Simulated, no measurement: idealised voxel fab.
This is a process module. Its name is voxel self aligned contacts.
The figure presents cross-section cut, which has a width of 265 nm and is divided into square cells with an edge length of 5 nm.
Throughout this document, each cross-section is represented as a grid of square cells and is presented as a sequence of bands enumerated from the top downward, where a band comprises one or more rows of cells. It is stipulated that each band's entry specify, in nanometres, the height of the top of the band and then that of its bottom, followed by the materials of the band in left-to-right sequence, each together with its width in nanometres. A single material marked by the word "everywhere" is understood to fill the band from edge to edge; the word "air" is understood to denote empty space. Zero point of the height axis is 0; under it, received wafer = one material. Lowest band: continues down indefinitely, "0 -> down". Read "30->40" as a graded width: first number on top, second number at the bottom, same change between each pair of neighbouring rows. For the purposes of this document, the phrase "everything unchanged" attached to a step denotes that no cell within the cross-section was modified by that step. In "Trapped cavities" the enclosed voids are listed, meaning empty spaces of 8 cells or larger without any opening to the top. The form is width x height at distance, distance from the left edge, units nm. The remark found on a step's line after its settings is issued by the simulator itself and pertains to that step. Steps that use a mask can have "overlay nm" on their line. It says how far the mask sat to the right of where it was meant to be. Negative means to the left.
**These are the steps we planned for the process**
1,op RECEIVE | material Si
2,op CONFORMAL_DEP | material SiO2 | thk nm 5
3,op DIRECTIONAL_DEP | material polySi | thk nm 25
4,op DIRECTIONAL_DEP | material SiN | thk nm 20
5,op DIRECTIONAL_DEP | material aC | thk nm 10
6,op PATTERN | tone cover | mask id GATE | material resist | width nm 25 | pitch nm 70 | thk nm 30 | overlay nm 0
7,op DIRECTIONAL_ETCH | etch materials aC | depth nm 10
8,op STRIP | etch materials resist
9,op DIRECTIONAL_ETCH | etch materials SiN | depth nm 20
10,op DIRECTIONAL_ETCH | etch materials polySi | depth nm 25
11,op STRIP | etch materials aC
12,op CONFORMAL_DEP | material SiN | thk nm 10
13,op DIRECTIONAL_ETCH | etch materials SiN | depth nm 10
14,op FILL_DEP | material SiO2 | thk nm 15
15,op CMP | height nm 55
16,op DIRECTIONAL_DEP | material aC | thk nm 15
17,op PATTERN | tone open | mask id CONTACT | material resist | width nm 55 | thk nm 35 | overlay nm 0
18,op DIRECTIONAL_ETCH | etch materials aC | depth nm 15
19,op STRIP | etch materials resist
20,op DIRECTIONAL_ETCH | etch materials SiO2 | depth nm 55
21,op STRIP | etch materials aC
22,op CONFORMAL_DEP | material TiN | thk nm 5
23,op FILL_DEP | material Ru | thk nm 10
24,op CMP | height nm 55
25,op CONFORMAL_DEP | material SiN | thk nm 5
**First of two wafers - as planned**
**Cross-section of the wafer at receipt, which is the condition after step 1**
* 0 -> down  Si everywhere
* Trapped cavities: none
**How the wafer stands in section after step 2**
* 5 -> 0  SiO2 everywhere
* Under 0: no change, same as before.
**How the wafer stands in section after step 3**
* 30 -> 5  polySi everywhere
* Under 5: no change, same as before.
**How the wafer stands in section after step 4**
* 50 -> 30  SiN everywhere
* Under 30: no change, same as before.
**How the wafer stands in section after step 5**
* 60 -> 50  aC everywhere
* Under 50: no change, same as before.
**How the wafer stands in section after step 6**
* 90 -> 60  air 85 nm  resist 25 nm  air 45 nm  resist 25 nm  air 85 nm
* Under 60: no change, same as before.
**How the wafer stands in section after step 7**
* 80 -> 60  air 85 nm  resist 25 nm  air 45 nm  resist 25 nm  air 85 nm
* 60 -> 50  air 85 nm  aC 25 nm  air 45 nm  aC 25 nm  air 85 nm
* Under 50: no change, same as before.
**How the wafer stands in section after step 8**
* 60 -> 50  air 85 nm  aC 25 nm  air 45 nm  aC 25 nm  air 85 nm
* Under 50: no change, same as before.
**How the wafer stands in section after step 9**
* 60 -> 50  air 85 nm  aC 25 nm  air 45 nm  aC 25 nm  air 85 nm
* 50 -> 30  air 85 nm  SiN 25 nm  air 45 nm  SiN 25 nm  air 85 nm
* Under 30: no change, same as before.
**How the wafer stands in section after step 10**
* 60 -> 50  air 85 nm  aC 25 nm  air 45 nm  aC 25 nm  air 85 nm
* 50 -> 30  air 85 nm  SiN 25 nm  air 45 nm  SiN 25 nm  air 85 nm
* 30 -> 5  air 85 nm  polySi 25 nm  air 45 nm  polySi 25 nm  air 85 nm
* Under 5: no change, same as before.
**How the wafer stands in section after step 11**
* 50 -> 30  air 85 nm  SiN 25 nm  air 45 nm  SiN 25 nm  air 85 nm
* Under 30: no change, same as before.
**How the wafer stands in section after step 12**
* 60 -> 30  air 75 nm  SiN 45 nm  air 25 nm  SiN 45 nm  air 75 nm
* 30 -> 15  air 75 nm  SiN 10 nm  polySi 25 nm  SiN 10 nm  air 25 nm  SiN 10 nm  polySi 25 nm  SiN 10 nm  air 75 nm
* 15 -> 5  SiN 85 nm  polySi 25 nm  SiN 45 nm  polySi 25 nm  SiN 85 nm
* Under 5: no change, same as before.
**How the wafer stands in section after step 13**
* 50 -> 30  air 75 nm  SiN 45 nm  air 25 nm  SiN 45 nm  air 75 nm
* 30 -> 5  air 75 nm  SiN 10 nm  polySi 25 nm  SiN 10 nm  air 25 nm  SiN 10 nm  polySi 25 nm  SiN 10 nm  air 75 nm
* Under 5: no change, same as before.
**How the wafer stands in section after step 14**
* 65 -> 50  SiO2 everywhere
* 50 -> 30  SiO2 75 nm  SiN 45 nm  SiO2 25 nm  SiN 45 nm  SiO2 75 nm
* 30 -> 5  SiO2 75 nm  SiN 10 nm  polySi 25 nm  SiN 10 nm  SiO2 25 nm  SiN 10 nm  polySi 25 nm  SiN 10 nm  SiO2 75 nm
* Under 5: no change, same as before.
**How the wafer stands in section after step 15**
* 55 -> 50  SiO2 everywhere
* Under 50: no change, same as before.
**How the wafer stands in section after step 16**
* 70 -> 55  aC everywhere
* Under 55: no change, same as before.
**How the wafer stands in section after step 17**
* 105 -> 70  resist 105 nm  air 55 nm  resist 105 nm
* Under 70: no change, same as before.
**How the wafer stands in section after step 18**
* 90 -> 70  resist 105 nm  air 55 nm  resist 105 nm
* 70 -> 55  aC 105 nm  air 55 nm  aC 105 nm
* Under 55: no change, same as before.
**How the wafer stands in section after step 19**
* 70 -> 55  aC 105 nm  air 55 nm  aC 105 nm
* Under 55: no change, same as before.
**How the wafer stands in section after step 20**
* 70 -> 55  aC 105 nm  air 55 nm  aC 105 nm
* 55 -> 50  SiO2 105 nm  air 55 nm  SiO2 105 nm
* 50 -> 30  SiO2 75 nm  SiN 45 nm  air 25 nm  SiN 45 nm  SiO2 75 nm
* 30 -> 5  SiO2 75 nm  SiN 10 nm  polySi 25 nm  SiN 10 nm  air 25 nm  SiN 10 nm  polySi 25 nm  SiN 10 nm  SiO2 75 nm
* 5 -> 0  SiO2 120 nm  air 25 nm  SiO2 120 nm
* Under 0: no change, same as before.
**How the wafer stands in section after step 21**
* 55 -> 50  SiO2 105 nm  air 55 nm  SiO2 105 nm
* Under 50: no change, same as before.
**How the wafer stands in section after step 22**
* 60 -> 55  TiN 110 nm  air 45 nm  TiN 110 nm
* 55 -> 50  SiO2 105 nm  TiN 20 nm  air 15 nm  TiN 20 nm  SiO2 105 nm
* 50 -> 30  SiO2 75 nm  SiN 45 nm  TiN 5 nm  air 15 nm  TiN 5 nm  SiN 45 nm  SiO2 75 nm
* 30 -> 5  SiO2 75 nm  SiN 10 nm  polySi 25 nm  SiN 10 nm  TiN 5 nm  air 15 nm  TiN 5 nm  SiN 10 nm  polySi 25 nm  SiN 10 nm  SiO2 75 nm
* 5 -> 0  SiO2 120 nm  TiN 25 nm  SiO2 120 nm
* Under 0: no change, same as before.
**How the wafer stands in section after step 23**
* 70 -> 60  Ru everywhere
* 60 -> 55  TiN 110 nm  Ru 45 nm  TiN 110 nm
* 55 -> 50  SiO2 105 nm  TiN 20 nm  Ru 15 nm  TiN 20 nm  SiO2 105 nm
* 50 -> 30  SiO2 75 nm  SiN 45 nm  TiN 5 nm  Ru 15 nm  TiN 5 nm  SiN 45 nm  SiO2 75 nm
* 30 -> 5  SiO2 75 nm  SiN 10 nm  polySi 25 nm  SiN 10 nm  TiN 5 nm  Ru 15 nm  TiN 5 nm  SiN 10 nm  polySi 25 nm  SiN 10 nm  SiO2 75 nm
* Under 5: no change, same as before.
**How the wafer stands in section after step 24**
* 55 -> 50  SiO2 105 nm  TiN 20 nm  Ru 15 nm  TiN 20 nm  SiO2 105 nm
* Under 50: no change, same as before.
**How the wafer stands in section after step 25**
* 60 -> 55  SiN everywhere
* Under 55: no change, same as before.
**Second of two: same start, same plan, one run error; steps up to and including 23 match the first**
**X-section, second wafer, when step 24 was due to finish**
* 60 -> 55  TiN 110 nm  Ru 45 nm  TiN 110 nm
* Under 55: no change, same as before.
**X-section, second wafer, when step 25 was due to finish**
* 65 -> 60  SiN everywhere
* Under 60: no change, same as before.
Processing error: step 24 was run on a setting that differed from the plan, and what really ran there is op CMP | height nm 60
Final cells, second wafer relative to first, materials higher or lower: 9 more of Ru | 44 more of TiN
